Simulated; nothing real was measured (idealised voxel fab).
Presented below is a process module, voxel trench capacitor.
Each square cell in cross-section cut measures 5 nm, and the section as a whole is 290 nm wide.
Reading order for cross-sections: top band down to bottom band. Underlying form: a grid of square cells. Band size: one or more rows of cells.
First you get the band's top height and its bottom height, in nm, and then the materials it's made of, left to right, with each width in nm. If you see a single material with "full width", that one covers the band edge to edge. "blank" is empty space.
Height is counted from the level 0, under which the received wafer is composed throughout of one material. The lowest of the bands is not closed at the bottom but continues downward, in the notation "from 0 down".
The notation "30..40" denotes a width that varies across the rows of cells in the band, beginning at the first number in the top row, finishing at the second number in the bottom row, and changing by an identical amount from each row to the next.
Given "nothing got changed" for a step, no cell of the cross-section differs between before and after that step.
Completely enclosed voids: empty space of 8 cells or more with no open way to the top, each as width x height at its distance from the left edge, in nm
If you see something after the settings on a step's line, that's the simulator's own remark about that step.
overlay nm: right-of-plan distance of the mask on a masked step; negative values mean left-of-plan.

-- Process steps - plan
1) op RECEIVE | material Si
2) op CONFORMAL_DEP | material SiN | thk nm 5
3) op DIRECTIONAL_DEP | material aC | thk nm 10
4) op PATTERN | tone open | mask id TRENCH | material resist | width nm 30 | pitch nm 55 | thk nm 25 | overlay nm 0
5) op DIRECTIONAL_ETCH | etch materials aC | depth nm 10
6) op STRIP | etch materials resist
7) op DIRECTIONAL_ETCH | etch materials SiN | depth nm 5
8) op DIRECTIONAL_ETCH | etch materials Si | depth nm 40
9) op STRIP | etch materials aC
10) op CONFORMAL_DEP | material HfO2 | thk nm 5
11) op CONFORMAL_DEP | material TiN | thk nm 5
12) op FILL_DEP | material W | thk nm 5
13) op CMP | height nm 5

-- Wafer, first of two, run as planned

-- Incoming wafer, cross-sectional view, post step 1
    from 0 down | Si full width
    Completely enclosed voids: none

-- After step 2, in cross-section
    from 5 to 0 | SiN full width
    Below a height of 0, the structure has not been altered.

-- After step 3, in cross-section
    from 15 to 5 | aC full width
    Below a height of 5, the structure has not been altered.

-- After step 4, in cross-section
    from 40 to 15 | resist (45), blank (30), resist (25), blank (30), resist (25), blank (30), resist (25), blank (30), resist (50)
    Below a height of 15, the structure has not been altered.

-- After step 5, in cross-section
    from 30 to 15 | resist (45), blank (30), resist (25), blank (30), resist (25), blank (30), resist (25), blank (30), resist (50)
    from 15 to 5 | aC (45), blank (30), aC (25), blank (30), aC (25), blank (30), aC (25), blank (30), aC (50)
    Below a height of 5, the structure has not been altered.

-- After step 6, in cross-section
    from 15 to 5 | aC (45), blank (30), aC (25), blank (30), aC (25), blank (30), aC (25), blank (30), aC (50)
    Below a height of 5, the structure has not been altered.

-- After step 7, in cross-section
    from 15 to 5 | aC (45), blank (30), aC (25), blank (30), aC (25), blank (30), aC (25), blank (30), aC (50)
    from 5 to 0 | SiN (45), blank (30), SiN (25), blank (30), SiN (25), blank (30), SiN (25), blank (30), SiN (50)
    Below a height of 0, the structure has not been altered.

-- After step 8, in cross-section
    from 15 to 5 | aC (45), blank (30), aC (25), blank (30), aC (25), blank (30), aC (25), blank (30), aC (50)
    from 5 to 0 | SiN (45), blank (30), SiN (25), blank (30), SiN (25), blank (30), SiN (25), blank (30), SiN (50)
    from 0 to -40 | Si (45), blank (30), Si (25), blank (30), Si (25), blank (30), Si (25), blank (30), Si (50)
    Below a height of -40, the structure has not been altered.

-- After step 9, in cross-section
    from 5 to 0 | SiN (45), blank (30), SiN (25), blank (30), SiN (25), blank (30), SiN (25), blank (30), SiN (50)
    Below a height of 0, the structure has not been altered.

-- After step 10, in cross-section
    from 10 to 5 | HfO2 (50), blank (20), HfO2 (35), blank (20), HfO2 (35), blank (20), HfO2 (35), blank (20), HfO2 (55)
    from 5 to 0 | SiN (45), HfO2 (5), blank (20), HfO2 (5), SiN (25), HfO2 (5), blank (20), HfO2 (5), SiN (25), HfO2 (5), blank (20), HfO2 (5), SiN (25), HfO2 (5), blank (20), HfO2 (5), SiN (50)
    from 0 to -35 | Si (45), HfO2 (5), blank (20), HfO2 (5), Si (25), HfO2 (5), blank (20), HfO2 (5), Si (25), HfO2 (5), blank (20), HfO2 (5), Si (25), HfO2 (5), blank (20), HfO2 (5), Si (50)
    from -35 to -40 | Si (45), HfO2 (30), Si (25), HfO2 (30), Si (25), HfO2 (30), Si (25), HfO2 (30), Si (50)
    Below a height of -40, the structure has not been altered.

-- After step 11, in cross-section
    from 15 to 10 | TiN (55), blank (10), TiN (45), blank (10), TiN (45), blank (10), TiN (45), blank (10), TiN (60)
    from 10 to 5 | HfO2 (50), TiN (5), blank (10), TiN (5), HfO2 (35), TiN (5), blank (10), TiN (5), HfO2 (35), TiN (5), blank (10), TiN (5), HfO2 (35), TiN (5), blank (10), TiN (5), HfO2 (55)
    from 5 to 0 | SiN (45), HfO2 (5), TiN (5), blank (10), TiN (5), HfO2 (5), SiN (25), HfO2 (5), TiN (5), blank (10), TiN (5), HfO2 (5), SiN (25), HfO2 (5), TiN (5), blank (10), TiN (5), HfO2 (5), SiN (25), HfO2 (5), TiN (5), blank (10), TiN (5), HfO2 (5), SiN (50)
    from 0 to -30 | Si (45), HfO2 (5), TiN (5), blank (10), TiN (5), HfO2 (5), Si (25), HfO2 (5), TiN (5), blank (10), TiN (5), HfO2 (5), Si (25), HfO2 (5), TiN (5), blank (10), TiN (5), HfO2 (5), Si (25), HfO2 (5), TiN (5), blank (10), TiN (5), HfO2 (5), Si (50)
    from -30 to -35 | Si (45), HfO2 (5), TiN (20), HfO2 (5), Si (25), HfO2 (5), TiN (20), HfO2 (5), Si (25), HfO2 (5), TiN (20), HfO2 (5), Si (25), HfO2 (5), TiN (20), HfO2 (5), Si (50)
    Below a height of -35, the structure has not been altered.

-- After step 12, in cross-section
    from 20 to 15 | W full width
    from 15 to 10 | TiN (55), W (10), TiN (45), W (10), TiN (45), W (10), TiN (45), W (10), TiN (60)
    from 10 to 5 | HfO2 (50), TiN (5), W (10), TiN (5), HfO2 (35), TiN (5), W (10), TiN (5), HfO2 (35), TiN (5), W (10), TiN (5), HfO2 (35), TiN (5), W (10), TiN (5), HfO2 (55)
    from 5 to 0 | SiN (45), HfO2 (5), TiN (5), W (10), TiN (5), HfO2 (5), SiN (25), HfO2 (5), TiN (5), W (10), TiN (5), HfO2 (5), SiN (25), HfO2 (5), TiN (5), W (10), TiN (5), HfO2 (5), SiN (25), HfO2 (5), TiN (5), W (10), TiN (5), HfO2 (5), SiN (50)
    from 0 to -30 | Si (45), HfO2 (5), TiN (5), W (10), TiN (5), HfO2 (5), Si (25), HfO2 (5), TiN (5), W (10), TiN (5), HfO2 (5), Si (25), HfO2 (5), TiN (5), W (10), TiN (5), HfO2 (5), Si (25), HfO2 (5), TiN (5), W (10), TiN (5), HfO2 (5), Si (50)
    Below a height of -30, the structure has not been altered.

-- After step 13, in cross-section
    from 5 to 0 | SiN (45), HfO2 (5), TiN (5), W (10), TiN (5), HfO2 (5), SiN (25), HfO2 (5), TiN (5), W (10), TiN (5), HfO2 (5), SiN (25), HfO2 (5), TiN (5), W (10), TiN (5), HfO2 (5), SiN (25), HfO2 (5), TiN (5), W (10), TiN (5), HfO2 (5), SiN (50)
    Below a height of 0, the structure has not been altered.

-- Second wafer: same start and same plan as the first, one execution error; identical to the first through step 12

Look at the second wafer in cross-section at the time step 13 ought to have finished: nothing got changed
Against the plan, the run slipped here: skipped: plan step 13 (never run)
Final difference in cells, second wafer against first, listed per material as more or fewer: HfO2: 42 more, TiN: 58 more, W: 74 more
